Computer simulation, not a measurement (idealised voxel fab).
Process module, titled voxel local oxidation
Displayed cross-section: cut, width of 210 nm, square cells sized 5 nm.
Cross-section spec: square-cell grid; bands listed top down; each band is one or more rows. The entry gives the band's vertical extent as a top height and a bottom height in nm, then its horizontal make-up as materials from left to right, each with a width in nm. "air" stands for empty space; a single material marked "full width" fills the band edge to edge. Height datum 0, below which the as-received substrate wafer is one material. Lowest band open at the bottom, running downward: "top 0, no bottom". A width such as "30..40" changes by the same amount from each row of cells to the next, from the band's top row to its bottom row. "no modification" for a step: no cell of the cross-section changed in that step. Under "Unvented voids" you'll find the enclosed gaps, the ones with no way out to the top, that are 8 cells or bigger; each reads width x height at distance, with distance counted from the left edge, everything in nm. Step line, after settings: the simulator's comment on this step. If you see "overlay nm" on a step's line and that step has a mask, it's telling you how far right of where it was planned the mask ended up; a negative number means it went left instead.
### Steps planned for the process
step 1: RECEIVE (material Si)
step 2: CONFORMAL_DEP (material SiO2; thk nm 5)
step 3: CONFORMAL_DEP (material SiN; thk nm 10)
step 4: DIRECTIONAL_DEP (material aC; thk nm 10)
step 5: PATTERN (tone cover; mask id ACTIVE; material resist; width nm 125; thk nm 25; overlay nm 0)
step 6: DIRECTIONAL_ETCH (etch materials aC; depth nm 10)
step 7: STRIP (etch materials resist)
step 8: DIRECTIONAL_ETCH (etch materials SiN; depth nm 10)
step 9: STRIP (etch materials aC)
step 10: SELECTIVE_ETCH (etch materials SiO2; depth nm 5)
step 11: OXIDIZE (depth nm 15)
step 12: STRIP (etch materials SiN)
### Shown in cross-section is the wafer as received, that is, as it stands after step 1
top 0, no bottom | Si full width
Unvented voids: none
### Post-module cross-section of the first of two wafers (run per plan)
top 5, bottom 0 | 45 of air  115 of SiO2  50 of air
top 0, bottom -15 | 60 of SiO2  85 of Si  65 of SiO2
top -15, no bottom | Si full width
Unvented voids: none
### Cross-sectional view of the second of two wafers upon completion of the module. This wafer shared its starting condition and process plan with the first; one error was made during its execution
top 5, bottom 0 | 45 of air  115 of SiO2  50 of air
top 0, bottom -20 | 65 of SiO2  75 of Si  70 of SiO2
top -20, no bottom | Si full width
Unvented voids: none
The mistake made against the process plan was this: step 11 was run on a setting that differed from the plan, and what really ran there is OXIDIZE (depth nm 20)
Bottom line after processing is that, in cells, the second wafer is up or down on some materials versus the first: Si -33 | SiO2 +33
